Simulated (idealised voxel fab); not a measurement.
Module name: voxel gate over fins (process module)
Cross-sectional view cut (width: 265 nm; square cell size: 5 nm).
In what follows, cross-sections appear as grids of square cells, described through bands that run from the top down, where every band is one or more rows of cells.
What a band's entry tells you: where the top is and where the bottom is, as heights in nm, and after that what lies inside, material by material from left to right, each with its width in nm. Empty space is written as the word "blank", and a single material marked with the word "throughout" occupies the band from edge to edge.
Ref level 0: as-received wafer is one material below here. Bottom band extends down with no lower bound ("0 nm and below").
Graded width ("30..40"): value in top row of band = first number; value in bottom row = second number; row-to-row change constant.
"no alterations made" (step): cross-section cells unchanged, all of them.
If an empty space has no open way to the top and is at least 8 cells in size, "Trapped void list" lists it, written width x height at distance, where distance is measured from the left edge and every value is in nm.
Read whatever lies past the settings on a step's line as the simulator's own remark about the step.
A step line may carry the setting "overlay nm", which, for steps involving a mask, states the distance by which the mask lay to the right of its intended position; negative values denote displacement to the left.
### Steps in the process plan
1) RECEIVE | material Si
2) CONFORMAL_DEP | material SiN | thk nm 10
3) DIRECTIONAL_DEP | material aC | thk nm 10
4) PATTERN | tone cover | mask id FINS | material resist | width nm 15 | pitch nm 50 | thk nm 30 | overlay nm 0
5) DIRECTIONAL_ETCH | etch materials aC | depth nm 10
6) STRIP | etch materials resist
7) DIRECTIONAL_ETCH | etch materials SiN | depth nm 10
8) DIRECTIONAL_ETCH | etch materials Si | depth nm 40
9) STRIP | etch materials aC
10) FILL_DEP | material SiO2 | thk nm 15
11) CMP | height nm 10
12) PATTERN | tone open | mask id RAIL | material resist | width nm 15 | thk nm 15 | overlay nm 0
13) DIRECTIONAL_ETCH | etch materials SiO2 | depth nm 45
14) STRIP | etch materials resist
15) CONFORMAL_DEP | material TiN | thk nm 5
16) FILL_DEP | material W | thk nm 10
17) CMP | height nm 10
18) SELECTIVE_ETCH | etch materials W Ru TiN | depth nm 25
19) FILL_DEP | material SiO2 | thk nm 5
20) CMP | height nm 10
21) SELECTIVE_ETCH | etch materials SiO2 | depth nm 20
22) STRIP | etch materials SiN
23) CONFORMAL_DEP | material HfO2 | thk nm 5
24) CONFORMAL_DEP | material TiN | thk nm 5
25) CONFORMAL_DEP | material TiAl | thk nm 5
26) CONFORMAL_DEP | material TiN | thk nm 5
27) FILL_DEP | material W | thk nm 10
28) CMP | height nm 25
29) CONFORMAL_DEP | material SiCN | thk nm 10
### So this is the incoming wafer in cross-section - it's already been through step 1
- 0 nm and below = Si throughout
- Trapped void list: none
### Wafer cross-section at end of module: start and plan as shown above, one execution error
- 35 nm to 25 nm = SiCN throughout
- 25 nm to 20 nm = W throughout
- 20 nm to 15 nm = 80 nm W / 105 nm TiAl / 80 nm W
- 15 nm to 10 nm = 80 nm W / 5 nm TiAl / 45 nm TiN / 5 nm TiAl / 45 nm TiN / 5 nm TiAl / 80 nm W
- 10 nm to 5 nm = 85 nm TiAl / 45 nm TiN / 5 nm TiAl / 45 nm TiN / 85 nm TiAl
- 5 nm to 0 nm = 95 nm TiN / 25 nm HfO2 / 25 nm TiN / 25 nm HfO2 / 95 nm TiN
- 0 nm to -5 nm = 95 nm TiN / 5 nm HfO2 / 15 nm Si / 5 nm HfO2 / 25 nm TiN / 5 nm HfO2 / 15 nm Si / 5 nm HfO2 / 95 nm TiN
- -5 nm to -10 nm = 100 nm HfO2 / 15 nm Si / 35 nm HfO2 / 15 nm Si / 100 nm HfO2
- -10 nm to -15 nm = 100 nm SiO2 / 15 nm Si / 35 nm SiO2 / 15 nm Si / 100 nm SiO2
- -15 nm to -30 nm = 100 nm SiO2 / 15 nm Si / 10 nm SiO2 / 5 nm TiN / 5 nm W / 5 nm TiN / 10 nm SiO2 / 15 nm Si / 100 nm SiO2
- -30 nm to -35 nm = 100 nm SiO2 / 15 nm Si / 10 nm SiO2 / 15 nm TiN / 10 nm SiO2 / 15 nm Si / 100 nm SiO2
- -35 nm to -40 nm = 100 nm SiO2 / 15 nm Si / 35 nm SiO2 / 15 nm Si / 100 nm SiO2
- -40 nm and below = Si throughout
- Trapped void list: none
In executing the process, a mistake was made relative to the plan: ran 25 and 26 in swapped order versus the plan
